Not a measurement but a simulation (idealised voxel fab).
This is a process module. Its name is voxel gate over fins.
Section cut is 290 nm wide and gridded with 5 nm square cells.
Square cells in a grid make up a cross-section in this document, and the grid is given as bands, listed from the top down, each one or more rows of cells. For a band, the entry starts with two heights in nm, that of the top and then that of the bottom, and carries on with the band's materials in order from left to right, each alongside its width in nm; the word "edge to edge" beside a single material means it fills the band edge to edge, and "blank" means empty space. The level at which height equals 0 is the one under which the wafer, as it arrives, is entirely one material. No lower edge exists for the bottom band, which continues downward and is notated as in "z 0 and below". It should be noted that a width expressed as "30..40" varies in equal increments from row to row of cells within the band, taking the value of the first number at the top row and that of the second number at the bottom row. Step note "nothing changed" = no cross-section cell changed. The entry titled "Sealed void listing" provides the empty spaces that have no open way to the top, restricted to those of 8 cells or more. Each is presented as width x height at distance, the distance being measured from the left edge, with all three in nm. That trailing text on a step's line, after the settings, is the simulator's own remark on the step. A step line may carry the setting "overlay nm", which, for steps involving a mask, states the distance by which the mask lay to the right of its intended position; negative values denote displacement to the left.

## Steps in the process plan
step 1: RECEIVE | material Si
step 2: CONFORMAL_DEP | material SiN | thk nm 5
step 3: DIRECTIONAL_DEP | material aC | thk nm 15
step 4: PATTERN | tone cover | mask id FINS | material resist | width nm 15 | pitch nm 60 | thk nm 35 | overlay nm 0
step 5: DIRECTIONAL_ETCH | etch materials aC | depth nm 15
step 6: STRIP | etch materials resist
step 7: DIRECTIONAL_ETCH | etch materials SiN | depth nm 5
step 8: DIRECTIONAL_ETCH | etch materials Si | depth nm 40
step 9: STRIP | etch materials aC
step 10: FILL_DEP | material SiO2 | thk nm 15
step 11: CMP | height nm 5
step 12: PATTERN | tone open | mask id RAIL | material resist | width nm 15 | thk nm 15 | overlay nm -15
step 13: DIRECTIONAL_ETCH | etch materials SiO2 | depth nm 40
step 14: STRIP | etch materials resist
step 15: CONFORMAL_DEP | material TiN | thk nm 5
step 16: FILL_DEP | material W | thk nm 5
step 17: CMP | height nm 5
step 18: SELECTIVE_ETCH | etch materials W Ru TiN | depth nm 20
step 19: FILL_DEP | material SiO2 | thk nm 5
step 20: CMP | height nm 5
step 21: SELECTIVE_ETCH | etch materials SiO2 | depth nm 15
step 22: STRIP | etch materials SiN
step 23: CONFORMAL_DEP | material HfO2 | thk nm 5
step 24: CONFORMAL_DEP | material TiN | thk nm 5
step 25: FILL_DEP | material W | thk nm 15
step 26: CMP | height nm 20
step 27: CONFORMAL_DEP | material SiCN | thk nm 10
Keep in mind the plan's value for the overlay nm of step 12 comes from the first wafer; the wafers don't share that setting, but they do share the same starting point.

## Received condition of the first of several wafers, sectioned: post-step 1
	z 0 and below: Si edge to edge
	Sealed void listing: none

## each wafer at the end: cells of each material gained (+) or lost (-) since it was received, then its closed voids
overlay nm -15, +74 HfO2, -368 Si, +116 SiCN, +264 SiO2, +83 TiN, +179 W, Sealed void listing: none
overlay nm -10, +74 HfO2, -368 Si, +116 SiCN, +264 SiO2, +83 TiN, +179 W, Sealed void listing: none
overlay nm -5, +74 HfO2, -368 Si, +116 SiCN, +264 SiO2, +83 TiN, +179 W, Sealed void listing: none
overlay nm 0, +74 HfO2, -368 Si, +116 SiCN, +264 SiO2, +83 TiN, +179 W, Sealed void listing: none
overlay nm 5, +74 HfO2, -368 Si, +116 SiCN, +264 SiO2, +83 TiN, +179 W, Sealed void listing: none
overlay nm 10, +74 HfO2, -368 Si, +116 SiCN, +264 SiO2, +83 TiN, +179 W, Sealed void listing: none
overlay nm 15, +74 HfO2, -368 Si, +116 SiCN, +264 SiO2, +83 TiN, +179 W, Sealed void listing: none
